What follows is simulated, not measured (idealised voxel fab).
Process module in this document: voxel wiring stack
This is section cut - it's 225 nm across, gridded in 5 nm square cells.
Square cells in a grid make up a cross-section in this document, and the grid is given as bands, listed from the top down, each one or more rows of cells. The band entry comprises the height of the band's top followed by the height of its bottom, expressed in nm, and subsequently the band's materials from left to right, each stated together with its width in nm. Where a single material is marked with the word "all across", that material fills the band from edge to edge. The word "blank" represents empty space. Where do heights start? At 0: under that level the wafer as delivered is made of one material only. And the lowest band has no floor; it just carries on downward, as in "z 0 and below". Width spec "30 to 40" -> top row of cells at first value, bottom row at second value, equal per-row change in between. Reading "no change occurred" for a step: not a cell of the cross-section changed in it. In "Catalogued sealed voids" the enclosed voids are listed, meaning empty spaces of 8 cells or larger without any opening to the top. The form is width x height at distance, distance from the left edge, units nm. Where a step's line continues beyond its settings, the continuation is a remark by the simulator itself on that step. Regarding "overlay nm": on a step with a mask, it is the distance the mask lay to the right of its planned place; a negative value places it to the left.
## Listed below are the process steps as planned
1 op RECEIVE | material Si
2 op CONFORMAL_DEP | material SiO2 | thk nm 15
3 op CONFORMAL_DEP | material SiN | thk nm 5
4 op DIRECTIONAL_DEP | material lowk | thk nm 25
5 op MASKED_ETCH | tone open | mask id METAL_1 | width nm 20 | pitch nm 35 | etch materials lowk | depth nm 25 | overlay nm 0
6 op MASKED_ETCH | tone open | mask id METAL_1 | width nm 20 | pitch nm 35 | etch materials SiN | depth nm 5 | overlay nm 0
7 op CONFORMAL_DEP | material TiN | thk nm 5
8 op FILL_DEP | material Cu | thk nm 5
9 op CMP | height nm 45
10 op CONFORMAL_DEP | material SiCN | thk nm 5
11 op DIRECTIONAL_DEP | material lowk | thk nm 20
12 op DIRECTIONAL_DEP | material aC | thk nm 15
13 op PATTERN | tone open | mask id PLUG_1 | material resist | width nm 15 | pitch nm 35 | thk nm 35 | overlay nm 0
14 op DIRECTIONAL_ETCH | etch materials aC | depth nm 15
15 op STRIP | etch materials resist
16 op DIRECTIONAL_ETCH | etch materials lowk | depth nm 20
17 op DIRECTIONAL_ETCH | etch materials SiCN | depth nm 5
18 op STRIP | etch materials aC
19 op EPI | material Ru | thk nm 10
20 op EPI | material Ru | thk nm 10
21 op EPI | material Ru | thk nm 5
22 op DIRECTIONAL_DEP | material TiN | thk nm 5
23 op DIRECTIONAL_DEP | material W | thk nm 25
24 op MASKED_ETCH | tone cover | mask id METAL_2 | width nm 20 | pitch nm 35 | etch materials W | depth nm 25 | overlay nm 0
25 op MASKED_ETCH | tone cover | mask id METAL_2 | width nm 20 | pitch nm 35 | etch materials TiN | depth nm 5 | overlay nm 0
26 op CONFORMAL_DEP | material SiCN | thk nm 5
27 op FILL_DEP | material SiO2 | thk nm 10
28 op CMP | height nm 100
29 op CONFORMAL_DEP | material SiCN | thk nm 5
30 op DIRECTIONAL_DEP | material SiO2 | thk nm 35
31 op MASKED_ETCH | tone open | mask id METAL_3_HOLES | width nm 15 | pitch nm 35 | etch materials SiO2 | depth nm 35 | overlay nm 0
32 op PATTERN | tone open | mask id METAL_3 | material resist | width nm 20 | pitch nm 35 | thk nm 15 | overlay nm 0
33 op DIRECTIONAL_ETCH | etch materials SiO2 | depth nm 20
34 op DIRECTIONAL_ETCH | etch materials SiCN | depth nm 5
35 op STRIP | etch materials resist
36 op CONFORMAL_DEP | material TiN | thk nm 5
37 op FILL_DEP | material Cu | thk nm 5
38 op CMP | height nm 140
39 op CONFORMAL_DEP | material SiCN | thk nm 5
40 op DIRECTIONAL_DEP | material lowk | thk nm 15
41 op DIRECTIONAL_DEP | material aC | thk nm 10
42 op PATTERN | tone open | mask id PLUG_3 | material resist | width nm 15 | pitch nm 35 | thk nm 30 | overlay nm 0
43 op DIRECTIONAL_ETCH | etch materials aC | depth nm 10
44 op STRIP | etch materials resist
45 op DIRECTIONAL_ETCH | etch materials lowk | depth nm 15
46 op DIRECTIONAL_ETCH | etch materials SiCN | depth nm 5
47 op STRIP | etch materials aC
48 op EPI | material Ru | thk nm 10
49 op EPI | material Ru | thk nm 10
50 op CONFORMAL_DEP | material SiCN | thk nm 5
51 op DIRECTIONAL_DEP | material lowk | thk nm 20
52 op PATTERN | tone open | mask id METAL_4 | material resist | width nm 20 | pitch nm 35 | thk nm 15 | overlay nm 0
53 op DIRECTIONAL_ETCH | etch materials lowk | depth nm 20
54 op DIRECTIONAL_ETCH | etch materials SiCN | depth nm 5
55 op STRIP | etch materials resist
56 op CONFORMAL_DEP | material TiN | thk nm 5
57 op FILL_DEP | material Cu | thk nm 5
58 op CMP | height nm 185
59 op CONFORMAL_DEP | material SiN | thk nm 5
## So this is the incoming wafer in cross-section - it's already been through step 1
z 0 and below: Si all across
Catalogued sealed voids: none
## End-of-module cross-section of the first of two wafers, processed as planned
z 190 to 185: SiN all across
z 185 to 165: lowk 50 nm; TiN 5 nm; Cu 10 nm; TiN 5 nm; lowk 15 nm; TiN 5 nm; Cu 10 nm; TiN 5 nm; lowk 15 nm; TiN 5 nm; Cu 10 nm; TiN 5 nm; lowk 15 nm; TiN 5 nm; Cu 10 nm; TiN 5 nm; lowk 50 nm
z 165 to 160: SiCN 50 nm; TiN 20 nm; SiCN 15 nm; TiN 20 nm; SiCN 15 nm; TiN 20 nm; SiCN 15 nm; TiN 20 nm; SiCN 50 nm
z 160 to 145: lowk 50 nm; Ru 15 nm; lowk 20 nm; Ru 15 nm; lowk 20 nm; Ru 15 nm; lowk 20 nm; Ru 15 nm; lowk 55 nm
z 145 to 140: SiCN 50 nm; Ru 15 nm; SiCN 20 nm; Ru 15 nm; SiCN 20 nm; Ru 15 nm; SiCN 20 nm; Ru 15 nm; SiCN 55 nm
z 140 to 125: SiO2 50 nm; TiN 5 nm; Cu 10 nm; TiN 5 nm; SiO2 15 nm; TiN 5 nm; Cu 10 nm; TiN 5 nm; SiO2 15 nm; TiN 5 nm; Cu 10 nm; TiN 5 nm; SiO2 15 nm; TiN 5 nm; Cu 10 nm; TiN 5 nm; SiO2 50 nm
z 125 to 120: SiO2 50 nm; TiN 5 nm; Cu 5 nm; TiN 10 nm; SiO2 15 nm; TiN 5 nm; Cu 5 nm; TiN 10 nm; SiO2 15 nm; TiN 5 nm; Cu 5 nm; TiN 10 nm; SiO2 15 nm; TiN 5 nm; Cu 5 nm; TiN 10 nm; SiO2 50 nm
z 120 to 105: SiO2 50 nm; TiN 5 nm; Cu 5 nm; TiN 5 nm; SiO2 20 nm; TiN 5 nm; Cu 5 nm; TiN 5 nm; SiO2 20 nm; TiN 5 nm; Cu 5 nm; TiN 5 nm; SiO2 20 nm; TiN 5 nm; Cu 5 nm; TiN 5 nm; SiO2 55 nm
z 105 to 100: SiCN 50 nm; TiN 15 nm; SiCN 20 nm; TiN 15 nm; SiCN 20 nm; TiN 15 nm; SiCN 20 nm; TiN 15 nm; SiCN 55 nm
z 100 to 75: SiO2 45 nm; SiCN 5 nm; W 20 nm; SiCN 5 nm; SiO2 5 nm; SiCN 5 nm; W 20 nm; SiCN 5 nm; SiO2 5 nm; SiCN 5 nm; W 20 nm; SiCN 5 nm; SiO2 5 nm; SiCN 5 nm; W 20 nm; SiCN 5 nm; SiO2 45 nm
z 75 to 70: SiCN 50 nm; TiN 20 nm; SiCN 15 nm; TiN 20 nm; SiCN 15 nm; TiN 20 nm; SiCN 15 nm; TiN 20 nm; SiCN 50 nm
z 70 to 50: lowk 50 nm; Ru 15 nm; lowk 20 nm; Ru 15 nm; lowk 20 nm; Ru 15 nm; lowk 20 nm; Ru 15 nm; lowk 55 nm
z 50 to 45: SiCN 50 nm; Ru 15 nm; SiCN 20 nm; Ru 15 nm; SiCN 20 nm; Ru 15 nm; SiCN 20 nm; Ru 15 nm; SiCN 55 nm
z 45 to 20: lowk 50 nm; TiN 5 nm; Cu 10 nm; TiN 5 nm; lowk 15 nm; TiN 5 nm; Cu 10 nm; TiN 5 nm; lowk 15 nm; TiN 5 nm; Cu 10 nm; TiN 5 nm; lowk 15 nm; TiN 5 nm; Cu 10 nm; TiN 5 nm; lowk 50 nm
z 20 to 15: SiN 50 nm; TiN 20 nm; SiN 15 nm; TiN 20 nm; SiN 15 nm; TiN 20 nm; SiN 15 nm; TiN 20 nm; SiN 50 nm
z 15 to 0: SiO2 all across
z 0 and below: Si all across
Catalogued sealed voids: none
## Wafer two, sectioned after the module: the first wafer's start, the first wafer's plan, and one mistake in how it was run
z 190 to 185: SiN all across
z 185 to 165: lowk 50 nm; TiN 5 nm; Cu 10 nm; TiN 5 nm; lowk 15 nm; TiN 5 nm; Cu 10 nm; TiN 5 nm; lowk 15 nm; TiN 5 nm; Cu 10 nm; TiN 5 nm; lowk 15 nm; TiN 5 nm; Cu 10 nm; TiN 5 nm; lowk 50 nm
z 165 to 160: SiCN 50 nm; TiN 20 nm; SiCN 15 nm; TiN 20 nm; SiCN 15 nm; TiN 20 nm; SiCN 15 nm; TiN 20 nm; SiCN 50 nm
z 160 to 145: lowk 50 nm; Ru 15 nm; lowk 20 nm; Ru 15 nm; lowk 20 nm; Ru 15 nm; lowk 20 nm; Ru 15 nm; lowk 55 nm
z 145 to 140: SiCN 50 nm; Ru 15 nm; SiCN 20 nm; Ru 15 nm; SiCN 20 nm; Ru 15 nm; SiCN 20 nm; Ru 15 nm; SiCN 55 nm
z 140 to 125: SiO2 50 nm; TiN 5 nm; Cu 10 nm; TiN 5 nm; SiO2 15 nm; TiN 5 nm; Cu 10 nm; TiN 5 nm; SiO2 15 nm; TiN 5 nm; Cu 10 nm; TiN 5 nm; SiO2 15 nm; TiN 5 nm; Cu 10 nm; TiN 5 nm; SiO2 50 nm
z 125 to 120: SiO2 50 nm; TiN 5 nm; Cu 5 nm; TiN 10 nm; SiO2 15 nm; TiN 5 nm; Cu 5 nm; TiN 10 nm; SiO2 15 nm; TiN 5 nm; Cu 5 nm; TiN 10 nm; SiO2 15 nm; TiN 5 nm; Cu 5 nm; TiN 10 nm; SiO2 50 nm
z 120 to 105: SiO2 50 nm; TiN 5 nm; Cu 5 nm; TiN 5 nm; SiO2 20 nm; TiN 5 nm; Cu 5 nm; TiN 5 nm; SiO2 20 nm; TiN 5 nm; Cu 5 nm; TiN 5 nm; SiO2 20 nm; TiN 5 nm; Cu 5 nm; TiN 5 nm; SiO2 55 nm
z 105 to 100: SiCN 50 nm; TiN 15 nm; SiCN 20 nm; TiN 15 nm; SiCN 20 nm; TiN 15 nm; SiCN 20 nm; TiN 15 nm; SiCN 55 nm
z 100 to 75: SiO2 45 nm; SiCN 5 nm; W 20 nm; SiCN 5 nm; SiO2 5 nm; SiCN 5 nm; W 20 nm; SiCN 5 nm; SiO2 5 nm; SiCN 5 nm; W 20 nm; SiCN 5 nm; SiO2 5 nm; SiCN 5 nm; W 20 nm; SiCN 5 nm; SiO2 45 nm
z 75 to 70: SiCN 50 nm; TiN 20 nm; SiCN 15 nm; TiN 20 nm; SiCN 15 nm; TiN 20 nm; SiCN 15 nm; TiN 20 nm; SiCN 50 nm
z 70 to 50: lowk 50 nm; Ru 15 nm; lowk 20 nm; Ru 15 nm; lowk 20 nm; Ru 15 nm; lowk 20 nm; Ru 15 nm; lowk 55 nm
z 50 to 45: SiCN 50 nm; Ru 15 nm; SiCN 20 nm; Ru 15 nm; SiCN 20 nm; Ru 15 nm; SiCN 20 nm; Ru 15 nm; SiCN 55 nm
z 45 to 35: lowk 50 nm; TiN 5 nm; Cu 10 nm; TiN 5 nm; lowk 15 nm; TiN 5 nm; Cu 10 nm; TiN 5 nm; lowk 15 nm; TiN 5 nm; Cu 10 nm; TiN 5 nm; lowk 15 nm; TiN 5 nm; Cu 10 nm; TiN 5 nm; lowk 50 nm
z 35 to 30: SiN 50 nm; TiN 20 nm; SiN 15 nm; TiN 20 nm; SiN 15 nm; TiN 20 nm; SiN 15 nm; TiN 20 nm; SiN 50 nm
z 30 to 0: SiO2 all across
z 0 and below: Si all across
Catalogued sealed voids: none
Short version of what went wrong: heads up, step 2 of the plan got done twice
The closing comparison, in cells, has the second wafer with more or fewer of some materials than the first: Cu -24, SiO2 +135, TiN -24, lowk -87
